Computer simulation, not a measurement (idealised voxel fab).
Process module, titled voxel double patterning
Section cut is 235 nm wide and gridded with 5 nm square cells.
Think of the cross-section as a grid of square cells. We describe it in bands, top to bottom, and each band covers one or more rows of those cells.
Top height, bottom height, nm. Materials left to right, width each, nm. Single material + "full width" = fills band edge to edge. "air" = empty.
Height is counted from the level 0, under which the received wafer is composed throughout of one material. The lowest of the bands is not closed at the bottom but continues downward, in the notation "0..down".
It should be noted that a width expressed as "30->40" varies in equal increments from row to row of cells within the band, taking the value of the first number at the top row and that of the second number at the bottom row.
"remained unchanged" for a step: no cell of the cross-section changed in that step.
If an empty space has no open way to the top and is at least 8 cells in size, "Enclosed cavity list" lists it, written width x height at distance, where distance is measured from the left edge and every value is in nm.
after a step's settings: what the simulator itself notes on the step
overlay nm: right-of-plan distance of the mask on a masked step; negative values mean left-of-plan.

Below is the list of planned process steps
1. RECEIVE [material Si]
2. CONFORMAL_DEP [material SiO2] [thk nm 10]
3. DIRECTIONAL_DEP [material W] [thk nm 15]
4. DIRECTIONAL_DEP [material SiN] [thk nm 10]
5. MASKED_ETCH [tone open] [mask id FIRST] [width nm 15] [pitch nm 50] [etch materials SiN] [depth nm 10] [overlay nm 0]
6. DIRECTIONAL_DEP [material aC] [thk nm 15]
7. PATTERN [tone open] [mask id SECOND] [material resist] [width nm 15] [pitch nm 50] [thk nm 35] [overlay nm 0]
8. DIRECTIONAL_ETCH [etch materials aC] [depth nm 15]
9. STRIP [etch materials resist]
10. DIRECTIONAL_ETCH [etch materials SiN] [depth nm 10]
11. STRIP [etch materials aC]
12. DIRECTIONAL_ETCH [etch materials W] [depth nm 15]
13. STRIP [etch materials SiN]

Cross-section of the incoming wafer, state after step 1
* 0..down  Si full width
* Enclosed cavity list: none

Wafer cross-section at end of module: start and plan as shown above, one execution error
* 25..10  air (85); W (15); air (35); W (15); air (85)
* 10..0  SiO2 full width
* 0..down  Si full width
* Enclosed cavity list: none
So what did we get wrong on this run? step 7 did not happen as planned, as run it was PATTERN [tone cover] [mask id SECOND] [material resist] [width nm 15] [pitch nm 50] [thk nm 35] [overlay nm 0]
